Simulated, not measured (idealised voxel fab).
Documented hereafter: the process module known as voxel wiring stack.
In the cross-section labelled cut, the width is 255 nm and each square cell is 5 nm.
If you're reading a cross-section in this doc, picture square cells in a grid; it comes to you as bands, top ones listed first down to the bottom, and a band can be one or more rows of cells.
Per band: top height and bottom height in nm, followed by the left-to-right materials and their widths in nm; "edge to edge" marks a single material spanning edge to edge, "air" marks empty space.
Height is counted from the level 0, under which the received wafer is composed throughout of one material. The lowest of the bands is not closed at the bottom but continues downward, in the notation "0 -> down".
The notation "30 to 40" denotes a width that varies across the rows of cells in the band, beginning at the first number in the top row, finishing at the second number in the bottom row, and changing by an identical amount from each row to the next.
Reading "nothing changed" for a step: not a cell of the cross-section changed in it.
The label "Enclosed internal voids" introduces a list of the empty spaces, 8 cells or larger, that have no open way up to the top; each entry in it reads width x height at distance, where the distance is taken from the left edge and all three are stated in nm.
The remark found on a step's line after its settings is issued by the simulator itself and pertains to that step.
On any step carrying a mask, the "overlay nm" setting, if present on the step's line, tells how far right of its planned place the mask lay; negative values point to the left.

[So here's the lineup of process steps we planned]
1 RECEIVE [material Si]
2 CONFORMAL_DEP [material SiO2] [thk nm 15]
3 CONFORMAL_DEP [material SiN] [thk nm 5]
4 DIRECTIONAL_DEP [material lowk] [thk nm 25]
5 MASKED_ETCH [tone open] [mask id METAL_1] [width nm 30] [pitch nm 50] [etch materials lowk] [depth nm 25] [overlay nm 0]
6 MASKED_ETCH [tone open] [mask id METAL_1] [width nm 30] [pitch nm 50] [etch materials SiN] [depth nm 5] [overlay nm 0]
7 CONFORMAL_DEP [material TiN] [thk nm 5]
8 FILL_DEP [material Cu] [thk nm 10]
9 CMP [height nm 45]
10 CONFORMAL_DEP [material SiCN] [thk nm 5]
11 DIRECTIONAL_DEP [material SiO2] [thk nm 25]
12 MASKED_ETCH [tone open] [mask id METAL_2_HOLES] [width nm 15] [pitch nm 50] [etch materials SiO2] [depth nm 25] [overlay nm 0]
13 MASKED_ETCH [tone open] [mask id METAL_2] [width nm 30] [pitch nm 50] [etch materials SiO2] [depth nm 15] [overlay nm 0]
14 MASKED_ETCH [tone open] [mask id METAL_2] [width nm 30] [pitch nm 50] [etch materials SiCN] [depth nm 5] [overlay nm 0]
15 CONFORMAL_DEP [material TiN] [thk nm 5]
16 FILL_DEP [material Cu] [thk nm 10]
17 CMP [height nm 75]
18 CONFORMAL_DEP [material SiCN] [thk nm 5]
19 DIRECTIONAL_DEP [material lowk] [thk nm 30]
20 MASKED_ETCH [tone open] [mask id METAL_3] [width nm 30] [pitch nm 50] [etch materials lowk] [depth nm 15] [overlay nm 0]
21 MASKED_ETCH [tone open] [mask id METAL_3_HOLES] [width nm 15] [pitch nm 50] [etch materials lowk] [depth nm 15] [overlay nm 0]
22 MASKED_ETCH [tone open] [mask id METAL_3_HOLES] [width nm 15] [pitch nm 50] [etch materials SiCN] [depth nm 5] [overlay nm 0]
23 CONFORMAL_DEP [material TiN] [thk nm 5]
24 FILL_DEP [material Cu] [thk nm 5]
25 CMP [height nm 110]
26 CONFORMAL_DEP [material SiN] [thk nm 5]

[As-received wafer cross-section (after step 1)]
	0 -> down  Si edge to edge
	Enclosed internal voids: none

[Cross-sectional result after module completion. Note: starting condition and plan are unchanged from above; one processing mistake was made]
	115 -> 110  SiN edge to edge
	110 -> 100  lowk=35, then TiN=5, then Cu=20, then TiN=5, then lowk=20, then TiN=5, then Cu=20, then TiN=5, then lowk=20, then TiN=5, then Cu=20, then TiN=5, then lowk=20, then TiN=5, then Cu=20, then TiN=5, then lowk=40
	100 -> 95  lowk=35, then TiN=5, then Cu=5, then TiN=20, then lowk=20, then TiN=5, then Cu=5, then TiN=20, then lowk=20, then TiN=5, then Cu=5, then TiN=20, then lowk=20, then TiN=5, then Cu=5, then TiN=20, then lowk=40
	95 -> 80  lowk=35, then TiN=5, then Cu=5, then TiN=5, then lowk=35, then TiN=5, then Cu=5, then TiN=5, then lowk=35, then TiN=5, then Cu=5, then TiN=5, then lowk=35, then TiN=5, then Cu=5, then TiN=5, then lowk=55
	80 -> 75  SiCN=35, then TiN=15, then SiCN=35, then TiN=15, then SiCN=35, then TiN=15, then SiCN=35, then TiN=15, then SiCN=55
	75 -> 65  SiO2=35, then TiN=5, then Cu=20, then TiN=5, then SiO2=20, then TiN=5, then Cu=20, then TiN=5, then SiO2=20, then TiN=5, then Cu=20, then TiN=5, then SiO2=20, then TiN=5, then Cu=20, then TiN=5, then SiO2=40
	65 -> 60  SiO2=35, then TiN=5, then Cu=5, then TiN=20, then SiO2=20, then TiN=5, then Cu=5, then TiN=20, then SiO2=20, then TiN=5, then Cu=5, then TiN=20, then SiO2=20, then TiN=5, then Cu=5, then TiN=20, then SiO2=40
	60 -> 50  SiO2=35, then TiN=5, then Cu=5, then TiN=5, then SiO2=35, then TiN=5, then Cu=5, then TiN=5, then SiO2=35, then TiN=5, then Cu=5, then TiN=5, then SiO2=35, then TiN=5, then Cu=5, then TiN=5, then SiO2=55
	50 -> 45  SiCN=35, then TiN=15, then SiCN=35, then TiN=15, then SiCN=35, then TiN=15, then SiCN=35, then TiN=15, then SiCN=55
	45 -> 20  lowk=40, then TiN=5, then Cu=10, then TiN=5, then lowk=30, then TiN=5, then Cu=10, then TiN=5, then lowk=30, then TiN=5, then Cu=10, then TiN=5, then lowk=30, then TiN=5, then Cu=10, then TiN=5, then lowk=45
	20 -> 15  SiN=40, then TiN=20, then SiN=30, then TiN=20, then SiN=30, then TiN=20, then SiN=30, then TiN=20, then SiN=45
	15 -> 0  SiO2 edge to edge
	0 -> down  Si edge to edge
	Enclosed internal voids: none
Deviation from plan: for step 5, the planned setting was not used; the step was instead run as MASKED_ETCH [tone open] [mask id METAL_1] [width nm 20] [pitch nm 50] [etch materials lowk] [depth nm 25] [overlay nm 0]
